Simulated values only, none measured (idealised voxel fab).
Proc. module: voxel capacitor over wiring
245 nm wide, 5 nm square cells: that's cross-section cut.
Cross-section, as written here: a square-cell grid given band by band from the top down, where a band holds one or more rows of cells. Heads up on the band format: heights come first, top then bottom, in nm. After that it's the materials left to right, each with its width in nm. A single material flagged "throughout" fills the whole band edge to edge, and "blank" means there's empty space there. Ref level 0: as-received wafer is one material below here. Bottom band extends down with no lower bound ("0 nm and below"). It should be noted that a width expressed as "30->40" varies in equal increments from row to row of cells within the band, taking the value of the first number at the top row and that of the second number at the bottom row. What does "stayed the same" mean for a step? It means no cell of the cross-section changed in that step. The label "Sealed voids" introduces a list of the empty spaces, 8 cells or larger, that have no open way up to the top; each entry in it reads width x height at distance, where the distance is taken from the left edge and all three are stated in nm. Anything after a step's settings on that line? It's the simulator's own note about the step. "overlay nm", when on a step's line for a step with a mask, measures how far to the right of its planned place the mask lay; a negative measure means to the left.

List of planned process steps:
1) RECEIVE: material Si
2) CONFORMAL_DEP: material SiO2, thk nm 15
3) DIRECTIONAL_DEP: material TiN, thk nm 5
4) DIRECTIONAL_DEP: material Ru, thk nm 15
5) DIRECTIONAL_DEP: material aC, thk nm 10
6) PATTERN: tone cover, mask id METAL_1, material resist, width nm 25, pitch nm 85, thk nm 30, overlay nm 0
7) DIRECTIONAL_ETCH: etch materials aC, depth nm 10
8) STRIP: etch materials resist
9) DIRECTIONAL_ETCH: etch materials Ru, depth nm 15
10) DIRECTIONAL_ETCH: etch materials TiN, depth nm 5
11) STRIP: etch materials aC
12) FILL_DEP: material SiO2, thk nm 5
13) CMP: height nm 35
14) CONFORMAL_DEP: material SiCN, thk nm 5
15) DIRECTIONAL_DEP: material SiO2, thk nm 20
16) PATTERN: tone open, mask id PLUG_1, material resist, width nm 15, thk nm 20, overlay nm 0
17) DIRECTIONAL_ETCH: etch materials SiO2, depth nm 20
18) DIRECTIONAL_ETCH: etch materials SiCN, depth nm 5
19) STRIP: etch materials resist
20) CONFORMAL_DEP: material TiN, thk nm 5
21) FILL_DEP: material Ru, thk nm 5
22) CMP: height nm 60
23) DIRECTIONAL_DEP: material TiN, thk nm 5
24) DIRECTIONAL_DEP: material SiN, thk nm 5
25) DIRECTIONAL_DEP: material TiN, thk nm 5
26) PATTERN: tone cover, mask id UPPER_PLATE, material resist, width nm 65, thk nm 15, overlay nm 0
27) DIRECTIONAL_ETCH: etch materials TiN, depth nm 5
28) DIRECTIONAL_ETCH: etch materials SiN, depth nm 5
29) STRIP: etch materials resist
30) MASKED_ETCH: tone cover, mask id LOWER_PLATE, width nm 75, etch materials TiN, depth nm 5, overlay nm 0
31) FILL_DEP: material SiO2, thk nm 20
32) CMP: height nm 90
33) MASKED_ETCH: tone open, mask id PLUG_2, width nm 15, etch materials SiO2, depth nm 15, overlay nm 0
34) CONFORMAL_DEP: material TiN, thk nm 5
35) FILL_DEP: material Cu, thk nm 5
36) CMP: height nm 90
37) CONFORMAL_DEP: material SiN, thk nm 5

As received, after step 1:
	0 nm and below = Si throughout
	Sealed voids: none

Wafer cross-section at module end: first of two, run to plan:
	95 nm to 90 nm = SiN throughout
	90 nm to 80 nm = SiO2 (85) | TiN (5) | Cu (5) | TiN (5) | SiO2 (145)
	80 nm to 70 nm = SiO2 (85->75) | TiN (15->65) | SiO2 (145->105)
	70 nm to 65 nm = SiO2 (75) | SiN (65) | SiO2 (105)
	65 nm to 60 nm = SiO2 (70) | TiN (75) | SiO2 (100)
	60 nm to 40 nm = SiO2 (75) | TiN (5) | Ru (5) | TiN (5) | SiO2 (155)
	40 nm to 35 nm = SiCN (75) | TiN (15) | SiCN (155)
	35 nm to 20 nm = SiO2 (65) | Ru (25) | SiO2 (60) | Ru (25) | SiO2 (70)
	20 nm to 15 nm = SiO2 (65) | TiN (25) | SiO2 (60) | TiN (25) | SiO2 (70)
	15 nm to 0 nm = SiO2 throughout
	0 nm and below = Si throughout
	Sealed voids: none

Wafer two, sectioned after the module: the first wafer's start, the first wafer's plan, and one mistake in how it was run:
	95 nm to 90 nm = SiN throughout
	90 nm to 80 nm = SiO2 (85) | TiN (5) | Cu (5) | TiN (5) | SiO2 (145)
	80 nm to 70 nm = SiO2 (85->75) | TiN (15->65) | SiO2 (145->105)
	70 nm to 65 nm = SiO2 (75) | SiN (65) | SiO2 (105)
	65 nm to 60 nm = SiO2 (70) | TiN (75) | SiO2 (100)
	60 nm to 40 nm = SiO2 (75) | TiN (5) | Ru (5) | TiN (5) | SiO2 (155)
	40 nm to 35 nm = SiCN (75) | TiN (15) | SiCN (155)
	35 nm to 30 nm = SiO2 throughout
	30 nm to 15 nm = SiO2 (65) | Ru (25) | SiO2 (60) | Ru (25) | SiO2 (70)
	15 nm to 0 nm = SiO2 throughout
	0 nm and below = Si throughout
	Sealed voids: none
In executing the process, a mistake was made relative to the plan: the run left out plan step 3 entirely, so it was never executed
Final difference in cells, second wafer against first, listed per material as more or fewer: +10 SiO2 | -10 TiN
